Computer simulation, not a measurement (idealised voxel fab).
Documented hereafter: the process module known as voxel wiring stack.
The figure presents cross-section cut, which has a width of 225 nm and is divided into square cells with an edge length of 5 nm.
How to read a cross-section here: the picture is a grid of square cells, written as bands going from the top down, and any band can span one or more rows of cells. Band entry format. Leading values: height of top, height of bottom, nm. Remainder: materials in left-to-right order, each with its width in nm. Special words: "throughout" on a single material, which then fills the band edge to edge; "air", empty space. Where do heights start? At 0: under that level the wafer as delivered is made of one material only. And the lowest band has no floor; it just carries on downward, as in "from 0 down". It should be noted that a width expressed as "30->40" varies in equal increments from row to row of cells within the band, taking the value of the first number at the top row and that of the second number at the bottom row. It should be understood that the words "remained unchanged", when stated for a given step, signify that the cross-section underwent no change in any of its cells during that step. So "Sealed void listing" is basically the list of trapped voids: any empty space of 8 cells or more that can't reach the top through an opening. They're written width x height at distance, the distance being from the left edge, and it's all nm. Text after the settings on a step's line: the simulator's own remark on that step. Steps that use a mask can have "overlay nm" on their line. It says how far the mask sat to the right of where it was meant to be. Negative means to the left.

-- This section lists the process steps that were planned
step 1: RECEIVE [material Si]
step 2: CONFORMAL_DEP [material SiO2] [thk nm 10]
step 3: CONFORMAL_DEP [material SiCN] [thk nm 5]
step 4: DIRECTIONAL_DEP [material SiO2] [thk nm 15]
step 5: DIRECTIONAL_DEP [material aC] [thk nm 15]
step 6: PATTERN [tone open] [mask id METAL_1] [material resist] [width nm 25] [pitch nm 50] [thk nm 30] [overlay nm 0]
step 7: DIRECTIONAL_ETCH [etch materials aC] [depth nm 15]
step 8: STRIP [etch materials resist]
step 9: DIRECTIONAL_ETCH [etch materials SiO2] [depth nm 15]
step 10: DIRECTIONAL_ETCH [etch materials SiCN] [depth nm 5]
step 11: STRIP [etch materials aC]
step 12: CONFORMAL_DEP [material TiN] [thk nm 5]
step 13: FILL_DEP [material Cu] [thk nm 10]
step 14: CMP [height nm 30]
step 15: CONFORMAL_DEP [material SiCN] [thk nm 5]
step 16: DIRECTIONAL_DEP [material lowk] [thk nm 15]
step 17: MASKED_ETCH [tone open] [mask id PLUG_1] [width nm 15] [pitch nm 50] [etch materials lowk] [depth nm 15] [overlay nm 0]
step 18: MASKED_ETCH [tone open] [mask id PLUG_1] [width nm 15] [pitch nm 50] [etch materials SiCN] [depth nm 5] [overlay nm 0]
step 19: CONFORMAL_DEP [material TiN] [thk nm 5]
step 20: FILL_DEP [material Ru] [thk nm 10]
step 21: CMP [height nm 50]
step 22: DIRECTIONAL_DEP [material TiN] [thk nm 5]
step 23: DIRECTIONAL_DEP [material W] [thk nm 15]
step 24: PATTERN [tone cover] [mask id METAL_2] [material resist] [width nm 25] [pitch nm 50] [thk nm 20] [overlay nm 0]
step 25: DIRECTIONAL_ETCH [etch materials W] [depth nm 15]
step 26: DIRECTIONAL_ETCH [etch materials TiN] [depth nm 5]
step 27: STRIP [etch materials resist]
step 28: CONFORMAL_DEP [material SiN] [thk nm 5]
step 29: FILL_DEP [material lowk] [thk nm 5]
step 30: CMP [height nm 70]
step 31: CONFORMAL_DEP [material SiCN] [thk nm 5]

-- Wafer cross-section on receipt, i.e. after step 1
from 0 down: Si throughout
Sealed void listing: none

-- One mistake in running the module, otherwise start and plan as above: cross-section at the end
from 75 to 70: aC throughout
from 70 to 55: 70 nm lowk, then 5 nm SiN, then 25 nm W, then 5 nm SiN, then 15 nm lowk, then 5 nm SiN, then 25 nm W, then 5 nm SiN, then 70 nm lowk
from 55 to 50: 75 nm SiN, then 25 nm TiN, then 25 nm SiN, then 25 nm TiN, then 75 nm SiN
from 50 to 35: 75 nm lowk, then 5 nm TiN, then 5 nm Ru, then 5 nm TiN, then 35 nm lowk, then 5 nm TiN, then 5 nm Ru, then 5 nm TiN, then 85 nm lowk
from 35 to 30: 75 nm SiCN, then 15 nm TiN, then 35 nm SiCN, then 15 nm TiN, then 85 nm SiCN
from 30 to 15: 75 nm SiO2, then 5 nm TiN, then 15 nm Cu, then 5 nm TiN, then 25 nm SiO2, then 5 nm TiN, then 15 nm Cu, then 5 nm TiN, then 75 nm SiO2
from 15 to 10: 75 nm SiCN, then 25 nm TiN, then 25 nm SiCN, then 25 nm TiN, then 75 nm SiCN
from 10 to 0: SiO2 throughout
from 0 down: Si throughout
Sealed void listing: none
Heads up, the wafer didn't run the way we planned it: it should be noted that step 31 was executed with settings other than those planned, the operation and settings actually applied being CONFORMAL_DEP [material aC] [thk nm 5]
